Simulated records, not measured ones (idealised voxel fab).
process module | voxel ribs on slabs
Cross-sectional view cut (width: 225 nm; square cell size: 5 nm).
Each cross-section below is a grid of square cells, stated as bands in top-down order, with one or more rows of cells making up each band.
Top, bottom (nm), then materials left to right with widths (nm); lone material tagged "full width" fills the whole band edge to edge; "air" = empty space.
A quick word on heights: they are counted from 0, and under that level the wafer as it came to us is one material throughout. The lowest band is different from the rest in having no bottom; it simply continues downward, written as in "0 down".
Per-row width for "30..40": begins at first number (top row of band), ends at second number (bottom row), increment between rows held constant.
A step reported as "no change occurred" is a step in which no cell of the cross-section changed.
Empty spaces without an open route to the top, at least 8 cells in extent, make up the entry "Unvented cavities"; each is given as width x height at distance, where the distance is measured from the left edge, and all are in nm.
What comes after the settings on a step's line is commentary from the simulator itself on that step.
Steps that use a mask can have "overlay nm" on their line. It says how far the mask sat to the right of where it was meant to be. Negative means to the left.
## Planned process steps
1: RECEIVE | material Si
2: DIRECTIONAL_DEP | material SiO2 | thk nm 20
3: DIRECTIONAL_DEP | material SiN | thk nm 15
4: PATTERN | tone cover | mask id RIB | material resist | width nm 15 | thk nm 20 | overlay nm 0
5: DIRECTIONAL_ETCH | etch materials SiN | depth nm 10
6: STRIP | etch materials resist
7: PATTERN | tone cover | mask id SLAB | material resist | width nm 65 | thk nm 20 | overlay nm 0
8: DIRECTIONAL_ETCH | etch materials SiN | depth nm 5
9: STRIP | etch materials resist
10: FILL_DEP | material SiO2 | thk nm 20
11: CMP | height nm 50
12: DIRECTIONAL_DEP | material TiN | thk nm 10
13: PATTERN | tone cover | mask id HEATER | material resist | width nm 25 | thk nm 15 | overlay nm 0
14: DIRECTIONAL_ETCH | etch materials TiN | depth nm 10
15: STRIP | etch materials resist
16: CONFORMAL_DEP | material SiN | thk nm 10
## as received, after step 1
    0 down  Si full width
    Unvented cavities: none
## End-of-module cross-section of the first of two wafers, processed as planned
    70 to 60  air=90  SiN=45  air=90
    60 to 50  SiN=100  TiN=25  SiN=100
    50 to 35  SiO2 full width
    35 to 25  SiO2=105  SiN=15  SiO2=105
    25 to 20  SiO2=80  SiN=65  SiO2=80
    20 to 0  SiO2 full width
    0 down  Si full width
    Unvented cavities: none
## Cross-section, second wafer: same start as the first, same plan as the first, one mistake in running it; taken at the end of the module
    60 to 50  air=100  TiN=25  air=100
    50 to 35  SiO2 full width
    35 to 25  SiO2=105  SiN=15  SiO2=105
    25 to 20  SiO2=80  SiN=65  SiO2=80
    20 to 0  SiO2 full width
    0 down  Si full width
    Unvented cavities: none
Run error: step 16 of the plan was omitted and not executed
Bottom line after processing is that, in cells, the second wafer is up or down on some materials versus the first: -98 SiN
